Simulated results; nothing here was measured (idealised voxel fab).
Process module in this document: voxel self aligned contacts
Each square cell in cross-section cut measures 5 nm, and the section as a whole is 235 nm wide.
In this document a cross-section is written as a grid of square cells. It is given as a series of bands, listed from the top down, and a band is one or more rows of cells. What a band's entry tells you: where the top is and where the bottom is, as heights in nm, and after that what lies inside, material by material from left to right, each with its width in nm. Empty space is written as the word "air", and a single material marked with the word "edge to edge" occupies the band from edge to edge. Convention: height 0 is the level below which the wafer, as received, is all one material. The lowest band does not terminate at the bottom but continues downward, represented as "from 0 down". Width: "30->40" (first number = top row, second number = bottom row, same change from row to row of cells). Step marked "nothing got changed"? Then no cell in the cross-section changed in it. If an empty space has no open way to the top and is at least 8 cells in size, "Sealed voids" lists it, written width x height at distance, where distance is measured from the left edge and every value is in nm. What comes after the settings on a step's line is commentary from the simulator itself on that step. A step's line can hold "overlay nm"; with a mask on that step, the setting says how far right of the planned place the mask lay, while a negative setting says it lay to the left.

# These are the steps we planned for the process
1,RECEIVE [material Si]
2,CONFORMAL_DEP [material SiO2] [thk nm 5]
3,DIRECTIONAL_DEP [material polySi] [thk nm 25]
4,DIRECTIONAL_DEP [material SiN] [thk nm 20]
5,DIRECTIONAL_DEP [material aC] [thk nm 10]
6,PATTERN [tone cover] [mask id GATE] [material resist] [width nm 35] [pitch nm 60] [thk nm 30] [overlay nm 0]
7,DIRECTIONAL_ETCH [etch materials aC] [depth nm 10]
8,STRIP [etch materials resist]
9,DIRECTIONAL_ETCH [etch materials SiN] [depth nm 20]
10,DIRECTIONAL_ETCH [etch materials polySi] [depth nm 25]
11,STRIP [etch materials aC]
12,CONFORMAL_DEP [material SiN] [thk nm 5]
13,DIRECTIONAL_ETCH [etch materials SiN] [depth nm 5]
14,FILL_DEP [material SiO2] [thk nm 15]
15,CMP [height nm 55]
16,DIRECTIONAL_DEP [material aC] [thk nm 15]
17,PATTERN [tone open] [mask id CONTACT] [material resist] [width nm 45] [pitch nm 60] [thk nm 35] [overlay nm 0]
18,DIRECTIONAL_ETCH [etch materials aC] [depth nm 15]
19,STRIP [etch materials resist]
20,DIRECTIONAL_ETCH [etch materials SiO2] [depth nm 55]
21,STRIP [etch materials aC]
22,CONFORMAL_DEP [material TiN] [thk nm 5]
23,FILL_DEP [material W] [thk nm 10]
24,CMP [height nm 55]
25,CONFORMAL_DEP [material SiN] [thk nm 5]

# Account of the first of two wafers, which was processed as intended

# Wafer as received: cross-section following step 1
  from 0 down: Si edge to edge
  Sealed voids: none

# Wafer xsec, post step 2
  from 5 to 0: SiO2 edge to edge
  Under the height 0 nothing was changed.

# Wafer xsec, post step 3
  from 30 to 5: polySi edge to edge
  Under the height 5 nothing was changed.

# Wafer xsec, post step 4
  from 50 to 30: SiN edge to edge
  Under the height 30 nothing was changed.

# Wafer xsec, post step 5
  from 60 to 50: aC edge to edge
  Under the height 50 nothing was changed.

# Wafer xsec, post step 6
  from 90 to 60: air 40 nm, resist 35 nm, air 25 nm, resist 35 nm, air 25 nm, resist 35 nm, air 40 nm
  Under the height 60 nothing was changed.

# Wafer xsec, post step 7
  from 80 to 60: air 40 nm, resist 35 nm, air 25 nm, resist 35 nm, air 25 nm, resist 35 nm, air 40 nm
  from 60 to 50: air 40 nm, aC 35 nm, air 25 nm, aC 35 nm, air 25 nm, aC 35 nm, air 40 nm
  Under the height 50 nothing was changed.

# Wafer xsec, post step 8
  from 60 to 50: air 40 nm, aC 35 nm, air 25 nm, aC 35 nm, air 25 nm, aC 35 nm, air 40 nm
  Under the height 50 nothing was changed.

# Wafer xsec, post step 9
  from 60 to 50: air 40 nm, aC 35 nm, air 25 nm, aC 35 nm, air 25 nm, aC 35 nm, air 40 nm
  from 50 to 30: air 40 nm, SiN 35 nm, air 25 nm, SiN 35 nm, air 25 nm, SiN 35 nm, air 40 nm
  Under the height 30 nothing was changed.

# Wafer xsec, post step 10
  from 60 to 50: air 40 nm, aC 35 nm, air 25 nm, aC 35 nm, air 25 nm, aC 35 nm, air 40 nm
  from 50 to 30: air 40 nm, SiN 35 nm, air 25 nm, SiN 35 nm, air 25 nm, SiN 35 nm, air 40 nm
  from 30 to 5: air 40 nm, polySi 35 nm, air 25 nm, polySi 35 nm, air 25 nm, polySi 35 nm, air 40 nm
  Under the height 5 nothing was changed.

# Wafer xsec, post step 11
  from 50 to 30: air 40 nm, SiN 35 nm, air 25 nm, SiN 35 nm, air 25 nm, SiN 35 nm, air 40 nm
  Under the height 30 nothing was changed.

# Wafer xsec, post step 12
  from 55 to 30: air 35 nm, SiN 45 nm, air 15 nm, SiN 45 nm, air 15 nm, SiN 45 nm, air 35 nm
  from 30 to 10: air 35 nm, SiN 5 nm, polySi 35 nm, SiN 5 nm, air 15 nm, SiN 5 nm, polySi 35 nm, SiN 5 nm, air 15 nm, SiN 5 nm, polySi 35 nm, SiN 5 nm, air 35 nm
  from 10 to 5: SiN 40 nm, polySi 35 nm, SiN 25 nm, polySi 35 nm, SiN 25 nm, polySi 35 nm, SiN 40 nm
  Under the height 5 nothing was changed.

# Wafer xsec, post step 13
  from 50 to 30: air 35 nm, SiN 45 nm, air 15 nm, SiN 45 nm, air 15 nm, SiN 45 nm, air 35 nm
  from 30 to 5: air 35 nm, SiN 5 nm, polySi 35 nm, SiN 5 nm, air 15 nm, SiN 5 nm, polySi 35 nm, SiN 5 nm, air 15 nm, SiN 5 nm, polySi 35 nm, SiN 5 nm, air 35 nm
  Under the height 5 nothing was changed.

# Wafer xsec, post step 14
  from 65 to 50: SiO2 edge to edge
  from 50 to 30: SiO2 35 nm, SiN 45 nm, SiO2 15 nm, SiN 45 nm, SiO2 15 nm, SiN 45 nm, SiO2 35 nm
  from 30 to 5: SiO2 35 nm, SiN 5 nm, polySi 35 nm, SiN 5 nm, SiO2 15 nm, SiN 5 nm, polySi 35 nm, SiN 5 nm, SiO2 15 nm, SiN 5 nm, polySi 35 nm, SiN 5 nm, SiO2 35 nm
  Under the height 5 nothing was changed.

# Wafer xsec, post step 15
  from 55 to 50: SiO2 edge to edge
  Under the height 50 nothing was changed.

# Wafer xsec, post step 16
  from 70 to 55: aC edge to edge
  Under the height 55 nothing was changed.

# Wafer xsec, post step 17
  from 105 to 70: resist 65 nm, air 45 nm, resist 15 nm, air 45 nm, resist 65 nm
  Under the height 70 nothing was changed.

# Wafer xsec, post step 18
  from 90 to 70: resist 65 nm, air 45 nm, resist 15 nm, air 45 nm, resist 65 nm
  from 70 to 55: aC 65 nm, air 45 nm, aC 15 nm, air 45 nm, aC 65 nm
  Under the height 55 nothing was changed.

# Wafer xsec, post step 19
  from 70 to 55: aC 65 nm, air 45 nm, aC 15 nm, air 45 nm, aC 65 nm
  Under the height 55 nothing was changed.

# Wafer xsec, post step 20
  from 70 to 55: aC 65 nm, air 45 nm, aC 15 nm, air 45 nm, aC 65 nm
  from 55 to 50: SiO2 65 nm, air 45 nm, SiO2 15 nm, air 45 nm, SiO2 65 nm
  from 50 to 30: SiO2 35 nm, SiN 45 nm, air 15 nm, SiN 45 nm, air 15 nm, SiN 45 nm, SiO2 35 nm
  from 30 to 5: SiO2 35 nm, SiN 5 nm, polySi 35 nm, SiN 5 nm, air 15 nm, SiN 5 nm, polySi 35 nm, SiN 5 nm, air 15 nm, SiN 5 nm, polySi 35 nm, SiN 5 nm, SiO2 35 nm
  from 5 to 0: SiO2 80 nm, air 15 nm, SiO2 45 nm, air 15 nm, SiO2 80 nm
  Under the height 0 nothing was changed.

# Wafer xsec, post step 21
  from 55 to 50: SiO2 65 nm, air 45 nm, SiO2 15 nm, air 45 nm, SiO2 65 nm
  Under the height 50 nothing was changed.

# Wafer xsec, post step 22
  from 60 to 55: TiN 70 nm, air 35 nm, TiN 25 nm, air 35 nm, TiN 70 nm
  from 55 to 50: SiO2 65 nm, TiN 20 nm, air 5 nm, TiN 20 nm, SiO2 15 nm, TiN 20 nm, air 5 nm, TiN 20 nm, SiO2 65 nm
  from 50 to 30: SiO2 35 nm, SiN 45 nm, TiN 5 nm, air 5 nm, TiN 5 nm, SiN 45 nm, TiN 5 nm, air 5 nm, TiN 5 nm, SiN 45 nm, SiO2 35 nm
  from 30 to 5: SiO2 35 nm, SiN 5 nm, polySi 35 nm, SiN 5 nm, TiN 5 nm, air 5 nm, TiN 5 nm, SiN 5 nm, polySi 35 nm, SiN 5 nm, TiN 5 nm, air 5 nm, TiN 5 nm, SiN 5 nm, polySi 35 nm, SiN 5 nm, SiO2 35 nm
  from 5 to 0: SiO2 80 nm, TiN 15 nm, SiO2 45 nm, TiN 15 nm, SiO2 80 nm
  Under the height 0 nothing was changed.

# Wafer xsec, post step 23
  from 70 to 60: W edge to edge
  from 60 to 55: TiN 70 nm, W 35 nm, TiN 25 nm, W 35 nm, TiN 70 nm
  from 55 to 50: SiO2 65 nm, TiN 20 nm, W 5 nm, TiN 20 nm, SiO2 15 nm, TiN 20 nm, W 5 nm, TiN 20 nm, SiO2 65 nm
  from 50 to 30: SiO2 35 nm, SiN 45 nm, TiN 5 nm, W 5 nm, TiN 5 nm, SiN 45 nm, TiN 5 nm, W 5 nm, TiN 5 nm, SiN 45 nm, SiO2 35 nm
  from 30 to 5: SiO2 35 nm, SiN 5 nm, polySi 35 nm, SiN 5 nm, TiN 5 nm, W 5 nm, TiN 5 nm, SiN 5 nm, polySi 35 nm, SiN 5 nm, TiN 5 nm, W 5 nm, TiN 5 nm, SiN 5 nm, polySi 35 nm, SiN 5 nm, SiO2 35 nm
  Under the height 5 nothing was changed.

# Wafer xsec, post step 24
  from 55 to 50: SiO2 65 nm, TiN 20 nm, W 5 nm, TiN 20 nm, SiO2 15 nm, TiN 20 nm, W 5 nm, TiN 20 nm, SiO2 65 nm
  Under the height 50 nothing was changed.

# Wafer xsec, post step 25
  from 60 to 55: SiN edge to edge
  Under the height 55 nothing was changed.

# Wafer two of the pair: same origin, same plan, one error during the run; identical to wafer one up to and including step 23

Here is the second wafer in cross-section at the point where step 24 of the plan should have been done: nothing got changed

# Here is the second wafer in cross-section at the point where step 25 of the plan should have been done
  from 75 to 70: SiN edge to edge
  Under the height 70 nothing was changed.
Misprocessing identified: not run: step 24 of the plan (skipped)
Cell-count delta at end, second wafer over first, by material: +33 TiN | +108 W
